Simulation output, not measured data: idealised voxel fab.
process module | voxel capacitor over wiring
cross-section cut | 300 nm wide | cells 5 nm
A cross-section is a grid of square cells, given in bands from the top down. A band is one or more rows of cells.
Each band's line starts with the height of the band's top and of its bottom, in nm. Then come its materials from left to right, each with its width in nm. One material with "throughout" fills the band from edge to edge. "air" is empty space.
Height 0 is the level under which the wafer as received is all one material. The lowest band goes on downwards, as in "0 down".
A width such as "30 to 40" changes by the same amount from each row of cells to the next, from the band's top row to its bottom row.
"no change" after a step means that no cell of the cross-section changed.
closed voids: empty space of 8 cells or more with no open way to the top, each as width x height at its distance from the left edge, in nm
after a step's settings: what the simulator itself notes on the step
overlay nm, on a step with a mask: how far to the right of its planned place the mask lay; to the left if negative
Each pair below shows a cross-section before one step and the cross-section after it, down to the lowest band that changed. The line under each pair gives the step between them, with its settings. The pairs can come from different runs of this module on the same starting wafer, so a pair continues from the pair above only where its "before" says so.
before
  105 to 90: air 125 | aC 40 | air 135
  90 to 80: air 105 | aC 5 | air 15 | TiN 40 | aC 5 | air 130
  80 to 75: air 105 | aC 20 | HfO2 40 | aC 5 | air 130
  75 to 65: TiN 110 | aC 15 | TiN 175
  65 to 55: SiO2 110 | TiN 15 | SiO2 175
  55 to 50: SiO2 110 | HfO2 15 | SiO2 175
  50 to 45: SiO2 110 | TiN 15 | SiO2 175
  45 to 40: SiCN 110 | TiN 15 | SiCN 175
  40 to 20: W 100 | SiN 5 | lowk 15 | SiN 5 | W 50 | SiN 5 | lowk 15 | SiN 5 | W 100
  20 to 15: TiN 100 | SiN 25 | TiN 50 | SiN 25 | TiN 100
  15 to 0: SiO2 throughout
  0 down: Si throughout
  closed voids: none
after
  105 to 90: air 125 | aC 40 | air 135
  90 to 80: air 105 | aC 5 | air 15 | TiN 40 | aC 5 | air 130
  80 to 75: air 105 | aC 20 | HfO2 40 | aC 5 | air 130
  75 to 65: air 105 | TiN 5 | aC 15 | TiN 45 | air 130
  below 65: unchanged
  closed voids: none
the step between: op DIRECTIONAL_ETCH | etch materials TiN | depth nm 10
before: the cross-section after the pair above
after
  90 to 80: air 125 | TiN 40 | air 135
  80 to 75: air 125 | HfO2 40 | air 135
  75 to 65: air 105 | TiN 5 | air 15 | TiN 45 | air 130
  below 65: unchanged
  closed voids: none
the step between: op STRIP | etch materials aC
before: the cross-section after the pair above
after
  110 to 90: SiO2 throughout
  90 to 80: SiO2 125 | TiN 40 | SiO2 135
  80 to 75: SiO2 125 | HfO2 40 | SiO2 135
  75 to 65: SiO2 105 | TiN 5 | SiO2 15 | TiN 45 | SiO2 130
  below 65: unchanged
  closed voids: none
the step between: op FILL_DEP | material SiO2 | thk nm 20
before: the cross-section after the pair above
after
  105 to 90: SiO2 throughout
  below 90: unchanged
  closed voids: none
the step between: op CMP | height nm 105
before: the cross-section after the pair above
after
  115 to 105: aC throughout
  below 105: unchanged
  closed voids: none
the step between: op DIRECTIONAL_DEP | material aC | thk nm 10
before: the cross-section after the pair above
after
  140 to 115: resist 120 | air 15 | resist 165
  below 115: unchanged
  closed voids: none
the step between: op PATTERN | tone open | mask id PLUG_2 | material resist | width nm 15 | thk nm 25 | overlay nm 0
before: the cross-section after the pair above
after
  130 to 115: resist 120 | air 15 | resist 165
  115 to 105: aC 120 | air 15 | aC 165
  below 105: unchanged
  closed voids: none
the step between: op DIRECTIONAL_ETCH | etch materials aC | depth nm 10
before: the cross-section after the pair above
after
  115 to 105: aC 120 | air 15 | aC 165
  below 105: unchanged
  closed voids: none
the step between: op STRIP | etch materials resist
before: the cross-section after the pair above
after
  115 to 105: aC 120 | air 15 | aC 165
  105 to 90: SiO2 120 | air 15 | SiO2 165
  below 90: unchanged
  closed voids: none
the step between: op DIRECTIONAL_ETCH | etch materials SiO2 | depth nm 15
before: the cross-section after the pair above
after
  105 to 90: SiO2 120 | air 15 | SiO2 165
  below 90: unchanged
  closed voids: none
the step between: op STRIP | etch materials aC
before: the cross-section after the pair above
after
  110 to 105: TiN 125 | air 5 | TiN 170
  105 to 95: SiO2 120 | TiN 5 | air 5 | TiN 5 | SiO2 165
  95 to 90: SiO2 120 | TiN 15 | SiO2 165
  below 90: unchanged
  closed voids: none
the step between: op CONFORMAL_DEP | material TiN | thk nm 5
before: the cross-section after the pair above
after
  115 to 110: W throughout
  110 to 105: TiN 125 | W 5 | TiN 170
  105 to 95: SiO2 120 | TiN 5 | W 5 | TiN 5 | SiO2 165
  below 95: unchanged
  closed voids: none
the step between: op FILL_DEP | material W | thk nm 5
before: the cross-section after the pair above
after
  105 to 95: SiO2 120 | TiN 5 | W 5 | TiN 5 | SiO2 165
  below 95: unchanged
  closed voids: none
the step between: op CMP | height nm 105
before: the cross-section after the pair above
after
  110 to 105: SiCN throughout
  below 105: unchanged
  closed voids: none
the step between: op CONFORMAL_DEP | material SiCN | thk nm 5
